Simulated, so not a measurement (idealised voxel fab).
This section sets out a process module, namely voxel plated lines.
240 nm wide, 5 nm square cells: that's cross-section cut.
Notation: cross-section as square-cell grid; stated in bands, top first, going down; one or more cell rows per band.
Look at the band entry: it leads with the top's height and the bottom's height in nm. Then it lists the materials left to right, with a width in nm for each. The word "all across" on a single material says that material fills the band edge to edge. The word "air" is empty space.
Heights are measured from 0, the level below which the as-received wafer is all one material; the lowest band has no bottom and continues downward, written as in "0 nm and below".
A width given as "30..40" starts at the first number in the band's top row and ends at the second number in its bottom row, shifting by an equal amount at every step from row to row.
A step reported as "no alterations made" is a step in which no cell of the cross-section changed.
So "Unvented cavities" is basically the list of trapped voids: any empty space of 8 cells or more that can't reach the top through an opening. They're written width x height at distance, the distance being from the left edge, and it's all nm.
after a step's settings: what the simulator itself notes on the step
"overlay nm" answers the question of how far to the right of plan the mask lay on a step that has a mask, and when it is negative the answer is to the left.
Pairs follow: section before one process step, section after it down to the lowest changed band, step with settings underneath. Pairs may come from different runs of this module on the same starting wafer; continuity with the pair above only as stated in the "State before step" entry.

## State before step
	0 nm and below: Si all across
	Unvented cavities: none

## After the Step
	5 nm to 0 nm: Al2O3 all across
	All layers under 0 are left as they were.
	Unvented cavities: none
the step between: CONFORMAL_DEP, material Al2O3, thk nm 5

State before step: the cross-section after the pair above

## After the Step
	10 nm to 5 nm: TiN all across
	All layers under 5 are left as they were.
	Unvented cavities: none
the step between: DIRECTIONAL_DEP, material TiN, thk nm 5

State before step: the cross-section after the pair above

## After the Step
	50 nm to 10 nm: resist 35 nm, then air 20 nm, then resist 30 nm, then air 20 nm, then resist 30 nm, then air 20 nm, then resist 30 nm, then air 20 nm, then resist 35 nm
	All layers under 10 are left as they were.
	Unvented cavities: none
the step between: PATTERN, tone open, mask id LINES, material resist, width nm 20, pitch nm 50, thk nm 40, overlay nm 0

State before step: the cross-section after the pair above

## After the Step
	50 nm to 20 nm: resist 35 nm, then air 20 nm, then resist 30 nm, then air 20 nm, then resist 30 nm, then air 20 nm, then resist 30 nm, then air 20 nm, then resist 35 nm
	20 nm to 10 nm: resist 35 nm, then Ru 20 nm, then resist 30 nm, then Ru 20 nm, then resist 30 nm, then Ru 20 nm, then resist 30 nm, then Ru 20 nm, then resist 35 nm
	All layers under 10 are left as they were.
	Unvented cavities: none
the step between: EPI, material Ru, thk nm 10

State before step: the cross-section after the pair above

## After the Step
	50 nm to 30 nm: resist 35 nm, then air 20 nm, then resist 30 nm, then air 20 nm, then resist 30 nm, then air 20 nm, then resist 30 nm, then air 20 nm, then resist 35 nm
	30 nm to 10 nm: resist 35 nm, then Ru 20 nm, then resist 30 nm, then Ru 20 nm, then resist 30 nm, then Ru 20 nm, then resist 30 nm, then Ru 20 nm, then resist 35 nm
	All layers under 10 are left as they were.
	Unvented cavities: none
the step between: EPI, material Ru, thk nm 10

State before step: the cross-section after the pair above

## After the Step
	50 nm to 35 nm: resist 35 nm, then air 20 nm, then resist 30 nm, then air 20 nm, then resist 30 nm, then air 20 nm, then resist 30 nm, then air 20 nm, then resist 35 nm
	35 nm to 10 nm: resist 35 nm, then Ru 20 nm, then resist 30 nm, then Ru 20 nm, then resist 30 nm, then Ru 20 nm, then resist 30 nm, then Ru 20 nm, then resist 35 nm
	All layers under 10 are left as they were.
	Unvented cavities: none
the step between: EPI, material Ru, thk nm 5

State before step: the cross-section after the pair above

## After the Step
	35 nm to 10 nm: air 35 nm, then Ru 20 nm, then air 30 nm, then Ru 20 nm, then air 30 nm, then Ru 20 nm, then air 30 nm, then Ru 20 nm, then air 35 nm
	All layers under 10 are left as they were.
	Unvented cavities: none
the step between: STRIP, etch materials resist

State before step: the cross-section after the pair above

## After the Step
	35 nm to 10 nm: air 35 nm, then Ru 20 nm, then air 30 nm, then Ru 20 nm, then air 30 nm, then Ru 20 nm, then air 30 nm, then Ru 20 nm, then air 35 nm
	10 nm to 5 nm: air 35 nm, then TiN 20 nm, then air 30 nm, then TiN 20 nm, then air 30 nm, then TiN 20 nm, then air 30 nm, then TiN 20 nm, then air 35 nm
	All layers under 5 are left as they were.
	Unvented cavities: none
the step between: DIRECTIONAL_ETCH, etch materials TiN, depth nm 5

State before step: the cross-section after the pair above

## After the Step
	45 nm to 35 nm: air 25 nm, then SiO2 40 nm, then air 10 nm, then SiO2 40 nm, then air 10 nm, then SiO2 40 nm, then air 10 nm, then SiO2 40 nm, then air 25 nm
	35 nm to 15 nm: air 25 nm, then SiO2 10 nm, then Ru 20 nm, then SiO2 10 nm, then air 10 nm, then SiO2 10 nm, then Ru 20 nm, then SiO2 10 nm, then air 10 nm, then SiO2 10 nm, then Ru 20 nm, then SiO2 10 nm, then air 10 nm, then SiO2 10 nm, then Ru 20 nm, then SiO2 10 nm, then air 25 nm
	15 nm to 10 nm: SiO2 35 nm, then Ru 20 nm, then SiO2 30 nm, then Ru 20 nm, then SiO2 30 nm, then Ru 20 nm, then SiO2 30 nm, then Ru 20 nm, then SiO2 35 nm
	10 nm to 5 nm: SiO2 35 nm, then TiN 20 nm, then SiO2 30 nm, then TiN 20 nm, then SiO2 30 nm, then TiN 20 nm, then SiO2 30 nm, then TiN 20 nm, then SiO2 35 nm
	All layers under 5 are left as they were.
	Unvented cavities: none
the step between: CONFORMAL_DEP, material SiO2, thk nm 10

## State before step
	50 nm to 20 nm: resist 35 nm, then air 20 nm, then resist 30 nm, then air 20 nm, then resist 30 nm, then air 20 nm, then resist 30 nm, then air 20 nm, then resist 35 nm
	20 nm to 10 nm: resist 35 nm, then Ru 20 nm, then resist 30 nm, then Ru 20 nm, then resist 30 nm, then Ru 20 nm, then resist 30 nm, then Ru 20 nm, then resist 35 nm
	10 nm to 5 nm: TiN all across
	5 nm to 0 nm: Al2O3 all across
	0 nm and below: Si all across
	Unvented cavities: none

## After the Step
	50 nm to 25 nm: resist 35 nm, then air 20 nm, then resist 30 nm, then air 20 nm, then resist 30 nm, then air 20 nm, then resist 30 nm, then air 20 nm, then resist 35 nm
	25 nm to 10 nm: resist 35 nm, then Ru 20 nm, then resist 30 nm, then Ru 20 nm, then resist 30 nm, then Ru 20 nm, then resist 30 nm, then Ru 20 nm, then resist 35 nm
	All layers under 10 are left as they were.
	Unvented cavities: none
the step between: EPI, material Ru, thk nm 5

State before step: the cross-section after the pair above

## After the Step
	25 nm to 10 nm: air 35 nm, then Ru 20 nm, then air 30 nm, then Ru 20 nm, then air 30 nm, then Ru 20 nm, then air 30 nm, then Ru 20 nm, then air 35 nm
	All layers under 10 are left as they were.
	Unvented cavities: none
the step between: STRIP, etch materials resist

State before step: the cross-section after the pair above

## After the Step
	25 nm to 10 nm: air 35 nm, then Ru 20 nm, then air 30 nm, then Ru 20 nm, then air 30 nm, then Ru 20 nm, then air 30 nm, then Ru 20 nm, then air 35 nm
	10 nm to 5 nm: air 35 nm, then TiN 20 nm, then air 30 nm, then TiN 20 nm, then air 30 nm, then TiN 20 nm, then air 30 nm, then TiN 20 nm, then air 35 nm
	All layers under 5 are left as they were.
	Unvented cavities: none
the step between: DIRECTIONAL_ETCH, etch materials TiN, depth nm 5

State before step: the cross-section after the pair above

## After the Step
	35 nm to 25 nm: air 25 nm, then SiO2 40 nm, then air 10 nm, then SiO2 40 nm, then air 10 nm, then SiO2 40 nm, then air 10 nm, then SiO2 40 nm, then air 25 nm
	25 nm to 15 nm: air 25 nm, then SiO2 10 nm, then Ru 20 nm, then SiO2 10 nm, then air 10 nm, then SiO2 10 nm, then Ru 20 nm, then SiO2 10 nm, then air 10 nm, then SiO2 10 nm, then Ru 20 nm, then SiO2 10 nm, then air 10 nm, then SiO2 10 nm, then Ru 20 nm, then SiO2 10 nm, then air 25 nm
	15 nm to 10 nm: SiO2 35 nm, then Ru 20 nm, then SiO2 30 nm, then Ru 20 nm, then SiO2 30 nm, then Ru 20 nm, then SiO2 30 nm, then Ru 20 nm, then SiO2 35 nm
	10 nm to 5 nm: SiO2 35 nm, then TiN 20 nm, then SiO2 30 nm, then TiN 20 nm, then SiO2 30 nm, then TiN 20 nm, then SiO2 30 nm, then TiN 20 nm, then SiO2 35 nm
	All layers under 5 are left as they were.
	Unvented cavities: none
the step between: CONFORMAL_DEP, material SiO2, thk nm 10

## State before step
	50 nm to 30 nm: resist 35 nm, then air 20 nm, then resist 30 nm, then air 20 nm, then resist 30 nm, then air 20 nm, then resist 30 nm, then air 20 nm, then resist 35 nm
	30 nm to 10 nm: resist 35 nm, then Ru 20 nm, then resist 30 nm, then Ru 20 nm, then resist 30 nm, then Ru 20 nm, then resist 30 nm, then Ru 20 nm, then resist 35 nm
	10 nm to 5 nm: TiN all across
	5 nm to 0 nm: Al2O3 all across
	0 nm and below: Si all across
	Unvented cavities: none

## After the Step
	50 nm to 40 nm: resist 35 nm, then air 20 nm, then resist 30 nm, then air 20 nm, then resist 30 nm, then air 20 nm, then resist 30 nm, then air 20 nm, then resist 35 nm
	40 nm to 10 nm: resist 35 nm, then Ru 20 nm, then resist 30 nm, then Ru 20 nm, then resist 30 nm, then Ru 20 nm, then resist 30 nm, then Ru 20 nm, then resist 35 nm
	All layers under 10 are left as they were.
	Unvented cavities: none
the step between: EPI, material Ru, thk nm 10

State before step: the cross-section after the pair above

## After the Step
	50 nm to 45 nm: resist 35 nm, then air 20 nm, then resist 30 nm, then air 20 nm, then resist 30 nm, then air 20 nm, then resist 30 nm, then air 20 nm, then resist 35 nm
	45 nm to 10 nm: resist 35 nm, then Ru 20 nm, then resist 30 nm, then Ru 20 nm, then resist 30 nm, then Ru 20 nm, then resist 30 nm, then Ru 20 nm, then resist 35 nm
	All layers under 10 are left as they were.
	Unvented cavities: none
the step between: EPI, material Ru, thk nm 5

State before step: the cross-section after the pair above

## After the Step
	45 nm to 10 nm: air 35 nm, then Ru 20 nm, then air 30 nm, then Ru 20 nm, then air 30 nm, then Ru 20 nm, then air 30 nm, then Ru 20 nm, then air 35 nm
	All layers under 10 are left as they were.
	Unvented cavities: none
the step between: STRIP, etch materials resist

State before step: the cross-section after the pair above

## After the Step
	45 nm to 10 nm: air 35 nm, then Ru 20 nm, then air 30 nm, then Ru 20 nm, then air 30 nm, then Ru 20 nm, then air 30 nm, then Ru 20 nm, then air 35 nm
	10 nm to 5 nm: air 35 nm, then TiN 20 nm, then air 30 nm, then TiN 20 nm, then air 30 nm, then TiN 20 nm, then air 30 nm, then TiN 20 nm, then air 35 nm
	All layers under 5 are left as they were.
	Unvented cavities: none
the step between: DIRECTIONAL_ETCH, etch materials TiN, depth nm 5

State before step: the cross-section after the pair above

## After the Step
	55 nm to 45 nm: air 25 nm, then SiO2 40 nm, then air 10 nm, then SiO2 40 nm, then air 10 nm, then SiO2 40 nm, then air 10 nm, then SiO2 40 nm, then air 25 nm
	45 nm to 15 nm: air 25 nm, then SiO2 10 nm, then Ru 20 nm, then SiO2 10 nm, then air 10 nm, then SiO2 10 nm, then Ru 20 nm, then SiO2 10 nm, then air 10 nm, then SiO2 10 nm, then Ru 20 nm, then SiO2 10 nm, then air 10 nm, then SiO2 10 nm, then Ru 20 nm, then SiO2 10 nm, then air 25 nm
	15 nm to 10 nm: SiO2 35 nm, then Ru 20 nm, then SiO2 30 nm, then Ru 20 nm, then SiO2 30 nm, then Ru 20 nm, then SiO2 30 nm, then Ru 20 nm, then SiO2 35 nm
	10 nm to 5 nm: SiO2 35 nm, then TiN 20 nm, then SiO2 30 nm, then TiN 20 nm, then SiO2 30 nm, then TiN 20 nm, then SiO2 30 nm, then TiN 20 nm, then SiO2 35 nm
	All layers under 5 are left as they were.
	Unvented cavities: none
the step between: CONFORMAL_DEP, material SiO2, thk nm 10

## State before step
	50 nm to 30 nm: resist 35 nm, then air 20 nm, then resist 30 nm, then air 20 nm, then resist 30 nm, then air 20 nm, then resist 30 nm, then air 20 nm, then resist 35 nm
	30 nm to 10 nm: resist 35 nm, then Ru 20 nm, then resist 30 nm, then Ru 20 nm, then resist 30 nm, then Ru 20 nm, then resist 30 nm, then Ru 20 nm, then resist 35 nm
	10 nm to 5 nm: TiN all across
	5 nm to 0 nm: Al2O3 all across
	0 nm and below: Si all across
	Unvented cavities: none

## After the Step
	30 nm to 10 nm: air 35 nm, then Ru 20 nm, then air 30 nm, then Ru 20 nm, then air 30 nm, then Ru 20 nm, then air 30 nm, then Ru 20 nm, then air 35 nm
	All layers under 10 are left as they were.
	Unvented cavities: none
the step between: STRIP, etch materials resist

State before step: the cross-section after the pair above

## After the Step
	35 nm to 15 nm: air 30 nm, then Ru 30 nm, then air 20 nm, then Ru 30 nm, then air 20 nm, then Ru 30 nm, then air 20 nm, then Ru 30 nm, then air 30 nm
	15 nm to 10 nm: Ru all across
	All layers under 10 are left as they were.
	Unvented cavities: none
the step between: EPI, material Ru, thk nm 5

State before step: the cross-section after the pair above

## After the Step
	45 nm to 35 nm: air 20 nm, then SiO2 200 nm, then air 20 nm
	35 nm to 25 nm: air 20 nm, then SiO2 10 nm, then Ru 30 nm, then SiO2 20 nm, then Ru 30 nm, then SiO2 20 nm, then Ru 30 nm, then SiO2 20 nm, then Ru 30 nm, then SiO2 10 nm, then air 20 nm
	25 nm to 15 nm: SiO2 30 nm, then Ru 30 nm, then SiO2 20 nm, then Ru 30 nm, then SiO2 20 nm, then Ru 30 nm, then SiO2 20 nm, then Ru 30 nm, then SiO2 30 nm
	All layers under 15 are left as they were.
	Unvented cavities: none
the step between: CONFORMAL_DEP, material SiO2, thk nm 10

## State before step
	35 nm to 10 nm: air 35 nm, then Ru 20 nm, then air 30 nm, then Ru 20 nm, then air 30 nm, then Ru 20 nm, then air 30 nm, then Ru 20 nm, then air 35 nm
	10 nm to 5 nm: air 35 nm, then TiN 20 nm, then air 30 nm, then TiN 20 nm, then air 30 nm, then TiN 20 nm, then air 30 nm, then TiN 20 nm, then air 35 nm
	5 nm to 0 nm: Al2O3 all across
	0 nm and below: Si all across
	Unvented cavities: none

## After the Step
	40 nm to 35 nm: air 30 nm, then SiO2 30 nm, then air 20 nm, then SiO2 30 nm, then air 20 nm, then SiO2 30 nm, then air 20 nm, then SiO2 30 nm, then air 30 nm
	35 nm to 10 nm: air 30 nm, then SiO2 5 nm, then Ru 20 nm, then SiO2 5 nm, then air 20 nm, then SiO2 5 nm, then Ru 20 nm, then SiO2 5 nm, then air 20 nm, then SiO2 5 nm, then Ru 20 nm, then SiO2 5 nm, then air 20 nm, then SiO2 5 nm, then Ru 20 nm, then SiO2 5 nm, then air 30 nm
	10 nm to 5 nm: SiO2 35 nm, then TiN 20 nm, then SiO2 30 nm, then TiN 20 nm, then SiO2 30 nm, then TiN 20 nm, then SiO2 30 nm, then TiN 20 nm, then SiO2 35 nm
	All layers under 5 are left as they were.
	Unvented cavities: none
the step between: CONFORMAL_DEP, material SiO2, thk nm 5

## State before step
	10 nm to 5 nm: TiN all across
	5 nm to 0 nm: Al2O3 all across
	0 nm and below: Si all across
	Unvented cavities: none

## After the Step
	50 nm to 10 nm: resist 40 nm, then air 15 nm, then resist 35 nm, then air 15 nm, then resist 35 nm, then air 15 nm, then resist 35 nm, then air 15 nm, then resist 35 nm
	All layers under 10 are left as they were.
	Unvented cavities: none
the step between: PATTERN, tone open, mask id LINES, material resist, width nm 15, pitch nm 50, thk nm 40, overlay nm 0

State before step: the cross-section after the pair above

## After the Step
	50 nm to 20 nm: resist 40 nm, then air 15 nm, then resist 35 nm, then air 15 nm, then resist 35 nm, then air 15 nm, then resist 35 nm, then air 15 nm, then resist 35 nm
	20 nm to 10 nm: resist 40 nm, then Ru 15 nm, then resist 35 nm, then Ru 15 nm, then resist 35 nm, then Ru 15 nm, then resist 35 nm, then Ru 15 nm, then resist 35 nm
	All layers under 10 are left as they were.
	Unvented cavities: none
the step between: EPI, material Ru, thk nm 10

State before step: the cross-section after the pair above

## After the Step
	50 nm to 30 nm: resist 40 nm, then air 15 nm, then resist 35 nm, then air 15 nm, then resist 35 nm, then air 15 nm, then resist 35 nm, then air 15 nm, then resist 35 nm
	30 nm to 10 nm: resist 40 nm, then Ru 15 nm, then resist 35 nm, then Ru 15 nm, then resist 35 nm, then Ru 15 nm, then resist 35 nm, then Ru 15 nm, then resist 35 nm
	All layers under 10 are left as they were.
	Unvented cavities: none
the step between: EPI, material Ru, thk nm 10

State before step: the cross-section after the pair above

## After the Step
	50 nm to 35 nm: resist 40 nm, then air 15 nm, then resist 35 nm, then air 15 nm, then resist 35 nm, then air 15 nm, then resist 35 nm, then air 15 nm, then resist 35 nm
	35 nm to 10 nm: resist 40 nm, then Ru 15 nm, then resist 35 nm, then Ru 15 nm, then resist 35 nm, then Ru 15 nm, then resist 35 nm, then Ru 15 nm, then resist 35 nm
	All layers under 10 are left as they were.
	Unvented cavities: none
the step between: EPI, material Ru, thk nm 5

State before step: the cross-section after the pair above

## After the Step
	35 nm to 10 nm: air 40 nm, then Ru 15 nm, then air 35 nm, then Ru 15 nm, then air 35 nm, then Ru 15 nm, then air 35 nm, then Ru 15 nm, then air 35 nm
	All layers under 10 are left as they were.
	Unvented cavities: none
the step between: STRIP, etch materials resist

State before step: the cross-section after the pair above

## After the Step
	35 nm to 10 nm: air 40 nm, then Ru 15 nm, then air 35 nm, then Ru 15 nm, then air 35 nm, then Ru 15 nm, then air 35 nm, then Ru 15 nm, then air 35 nm
	10 nm to 5 nm: air 40 nm, then TiN 15 nm, then air 35 nm, then TiN 15 nm, then air 35 nm, then TiN 15 nm, then air 35 nm, then TiN 15 nm, then air 35 nm
	All layers under 5 are left as they were.
	Unvented cavities: none
the step between: DIRECTIONAL_ETCH, etch materials TiN, depth nm 5

State before step: the cross-section after the pair above

## After the Step
	45 nm to 35 nm: air 30 nm, then SiO2 35 nm, then air 15 nm, then SiO2 35 nm, then air 15 nm, then SiO2 35 nm, then air 15 nm, then SiO2 35 nm, then air 25 nm
	35 nm to 15 nm: air 30 nm, then SiO2 10 nm, then Ru 15 nm, then SiO2 10 nm, then air 15 nm, then SiO2 10 nm, then Ru 15 nm, then SiO2 10 nm, then air 15 nm, then SiO2 10 nm, then Ru 15 nm, then SiO2 10 nm, then air 15 nm, then SiO2 10 nm, then Ru 15 nm, then SiO2 10 nm, then air 25 nm
	15 nm to 10 nm: SiO2 40 nm, then Ru 15 nm, then SiO2 35 nm, then Ru 15 nm, then SiO2 35 nm, then Ru 15 nm, then SiO2 35 nm, then Ru 15 nm, then SiO2 35 nm
	10 nm to 5 nm: SiO2 40 nm, then TiN 15 nm, then SiO2 35 nm, then TiN 15 nm, then SiO2 35 nm, then TiN 15 nm, then SiO2 35 nm, then TiN 15 nm, then SiO2 35 nm
	All layers under 5 are left as they were.
	Unvented cavities: none
the step between: CONFORMAL_DEP, material SiO2, thk nm 10

## State before step
	10 nm to 5 nm: TiN all across
	5 nm to 0 nm: Al2O3 all across
	0 nm and below: Si all across
	Unvented cavities: none

## After the Step
	50 nm to 10 nm: resist 30 nm, then air 20 nm, then resist 30 nm, then air 20 nm, then resist 30 nm, then air 20 nm, then resist 30 nm, then air 20 nm, then resist 40 nm
	All layers under 10 are left as they were.
	Unvented cavities: none
the step between: PATTERN, tone open, mask id LINES, material resist, width nm 20, pitch nm 50, thk nm 40, overlay nm -5

State before step: the cross-section after the pair above

## After the Step
	50 nm to 20 nm: resist 30 nm, then air 20 nm, then resist 30 nm, then air 20 nm, then resist 30 nm, then air 20 nm, then resist 30 nm, then air 20 nm, then resist 40 nm
	20 nm to 10 nm: resist 30 nm, then Ru 20 nm, then resist 30 nm, then Ru 20 nm, then resist 30 nm, then Ru 20 nm, then resist 30 nm, then Ru 20 nm, then resist 40 nm
	All layers under 10 are left as they were.
	Unvented cavities: none
the step between: EPI, material Ru, thk nm 10

State before step: the cross-section after the pair above

## After the Step
	50 nm to 30 nm: resist 30 nm, then air 20 nm, then resist 30 nm, then air 20 nm, then resist 30 nm, then air 20 nm, then resist 30 nm, then air 20 nm, then resist 40 nm
	30 nm to 10 nm: resist 30 nm, then Ru 20 nm, then resist 30 nm, then Ru 20 nm, then resist 30 nm, then Ru 20 nm, then resist 30 nm, then Ru 20 nm, then resist 40 nm
	All layers under 10 are left as they were.
	Unvented cavities: none
the step between: EPI, material Ru, thk nm 10

State before step: the cross-section after the pair above

## After the Step
	50 nm to 35 nm: resist 30 nm, then air 20 nm, then resist 30 nm, then air 20 nm, then resist 30 nm, then air 20 nm, then resist 30 nm, then air 20 nm, then resist 40 nm
	35 nm to 10 nm: resist 30 nm, then Ru 20 nm, then resist 30 nm, then Ru 20 nm, then resist 30 nm, then Ru 20 nm, then resist 30 nm, then Ru 20 nm, then resist 40 nm
	All layers under 10 are left as they were.
	Unvented cavities: none
the step between: EPI, material Ru, thk nm 5

State before step: the cross-section after the pair above

## After the Step
	35 nm to 10 nm: air 30 nm, then Ru 20 nm, then air 30 nm, then Ru 20 nm, then air 30 nm, then Ru 20 nm, then air 30 nm, then Ru 20 nm, then air 40 nm
	All layers under 10 are left as they were.
	Unvented cavities: none
the step between: STRIP, etch materials resist

State before step: the cross-section after the pair above

## After the Step
	35 nm to 10 nm: air 30 nm, then Ru 20 nm, then air 30 nm, then Ru 20 nm, then air 30 nm, then Ru 20 nm, then air 30 nm, then Ru 20 nm, then air 40 nm
	10 nm to 5 nm: air 30 nm, then TiN 20 nm, then air 30 nm, then TiN 20 nm, then air 30 nm, then TiN 20 nm, then air 30 nm, then TiN 20 nm, then air 40 nm
	All layers under 5 are left as they were.
	Unvented cavities: none
the step between: DIRECTIONAL_ETCH, etch materials TiN, depth nm 5

State before step: the cross-section after the pair above

## After the Step
	45 nm to 35 nm: air 20 nm, then SiO2 40 nm, then air 10 nm, then SiO2 40 nm, then air 10 nm, then SiO2 40 nm, then air 10 nm, then SiO2 40 nm, then air 30 nm
	35 nm to 15 nm: air 20 nm, then SiO2 10 nm, then Ru 20 nm, then SiO2 10 nm, then air 10 nm, then SiO2 10 nm, then Ru 20 nm, then SiO2 10 nm, then air 10 nm, then SiO2 10 nm, then Ru 20 nm, then SiO2 10 nm, then air 10 nm, then SiO2 10 nm, then Ru 20 nm, then SiO2 10 nm, then air 30 nm
	15 nm to 10 nm: SiO2 30 nm, then Ru 20 nm, then SiO2 30 nm, then Ru 20 nm, then SiO2 30 nm, then Ru 20 nm, then SiO2 30 nm, then Ru 20 nm, then SiO2 40 nm
	10 nm to 5 nm: SiO2 30 nm, then TiN 20 nm, then SiO2 30 nm, then TiN 20 nm, then SiO2 30 nm, then TiN 20 nm, then SiO2 30 nm, then TiN 20 nm, then SiO2 40 nm
	All layers under 5 are left as they were.
	Unvented cavities: none
the step between: CONFORMAL_DEP, material SiO2, thk nm 10

## State before step
	35 nm to 10 nm: air 35 nm, then Ru 20 nm, then air 30 nm, then Ru 20 nm, then air 30 nm, then Ru 20 nm, then air 30 nm, then Ru 20 nm, then air 35 nm
	10 nm to 5 nm: air 35 nm, then TiN 20 nm, then air 30 nm, then TiN 20 nm, then air 30 nm, then TiN 20 nm, then air 30 nm, then TiN 20 nm, then air 35 nm
	5 nm to 0 nm: Al2O3 all across
	0 nm and below: Si all across
	Unvented cavities: none

## After the Step
	45 nm to 15 nm: air 25 nm, then Ru 40 nm, then air 10 nm, then Ru 40 nm, then air 10 nm, then Ru 40 nm, then air 10 nm, then Ru 40 nm, then air 25 nm
	15 nm to 10 nm: Ru all across
	10 nm to 5 nm: Ru 35 nm, then TiN 20 nm, then Ru 30 nm, then TiN 20 nm, then Ru 30 nm, then TiN 20 nm, then Ru 30 nm, then TiN 20 nm, then Ru 35 nm
	All layers under 5 are left as they were.
	Unvented cavities: none
the step between: CONFORMAL_DEP, material Ru, thk nm 10

## State before step
	10 nm to 5 nm: TiN all across
	5 nm to 0 nm: Al2O3 all across
	0 nm and below: Si all across
	Unvented cavities: none

## After the Step
	50 nm to 10 nm: air 35 nm, then resist 20 nm, then air 30 nm, then resist 20 nm, then air 30 nm, then resist 20 nm, then air 30 nm, then resist 20 nm, then air 35 nm
	All layers under 10 are left as they were.
	Unvented cavities: none
the step between: PATTERN, tone cover, mask id LINES, material resist, width nm 20, pitch nm 50, thk nm 40, overlay nm 0

State before step: the cross-section after the pair above

## After the Step
	50 nm to 20 nm: air 35 nm, then resist 20 nm, then air 30 nm, then resist 20 nm, then air 30 nm, then resist 20 nm, then air 30 nm, then resist 20 nm, then air 35 nm
	20 nm to 10 nm: Ru 35 nm, then resist 20 nm, then Ru 30 nm, then resist 20 nm, then Ru 30 nm, then resist 20 nm, then Ru 30 nm, then resist 20 nm, then Ru 35 nm
	All layers under 10 are left as they were.
	Unvented cavities: none
the step between: EPI, material Ru, thk nm 10

State before step: the cross-section after the pair above

## After the Step
	50 nm to 30 nm: air 35 nm, then resist 20 nm, then air 30 nm, then resist 20 nm, then air 30 nm, then resist 20 nm, then air 30 nm, then resist 20 nm, then air 35 nm
	30 nm to 10 nm: Ru 35 nm, then resist 20 nm, then Ru 30 nm, then resist 20 nm, then Ru 30 nm, then resist 20 nm, then Ru 30 nm, then resist 20 nm, then Ru 35 nm
	All layers under 10 are left as they were.
	Unvented cavities: none
the step between: EPI, material Ru, thk nm 10

State before step: the cross-section after the pair above

## After the Step
	50 nm to 35 nm: air 35 nm, then resist 20 nm, then air 30 nm, then resist 20 nm, then air 30 nm, then resist 20 nm, then air 30 nm, then resist 20 nm, then air 35 nm
	35 nm to 10 nm: Ru 35 nm, then resist 20 nm, then Ru 30 nm, then resist 20 nm, then Ru 30 nm, then resist 20 nm, then Ru 30 nm, then resist 20 nm, then Ru 35 nm
	All layers under 10 are left as they were.
	Unvented cavities: none
the step between: EPI, material Ru, thk nm 5

State before step: the cross-section after the pair above

## After the Step
	35 nm to 10 nm: Ru 35 nm, then air 20 nm, then Ru 30 nm, then air 20 nm, then Ru 30 nm, then air 20 nm, then Ru 30 nm, then air 20 nm, then Ru 35 nm
	All layers under 10 are left as they were.
	Unvented cavities: none
the step between: STRIP, etch materials resist

State before step: the cross-section after the pair above

## After the Step
	35 nm to 10 nm: Ru 35 nm, then air 20 nm, then Ru 30 nm, then air 20 nm, then Ru 30 nm, then air 20 nm, then Ru 30 nm, then air 20 nm, then Ru 35 nm
	10 nm to 5 nm: TiN 35 nm, then air 20 nm, then TiN 30 nm, then air 20 nm, then TiN 30 nm, then air 20 nm, then TiN 30 nm, then air 20 nm, then TiN 35 nm
	All layers under 5 are left as they were.
	Unvented cavities: none
the step between: DIRECTIONAL_ETCH, etch materials TiN, depth nm 5

State before step: the cross-section after the pair above

## After the Step
	45 nm to 35 nm: SiO2 all across
	35 nm to 10 nm: Ru 35 nm, then SiO2 20 nm, then Ru 30 nm, then SiO2 20 nm, then Ru 30 nm, then SiO2 20 nm, then Ru 30 nm, then SiO2 20 nm, then Ru 35 nm
	10 nm to 5 nm: TiN 35 nm, then SiO2 20 nm, then TiN 30 nm, then SiO2 20 nm, then TiN 30 nm, then SiO2 20 nm, then TiN 30 nm, then SiO2 20 nm, then TiN 35 nm
	All layers under 5 are left as they were.
	Unvented cavities: none
the step between: CONFORMAL_DEP, material SiO2, thk nm 10
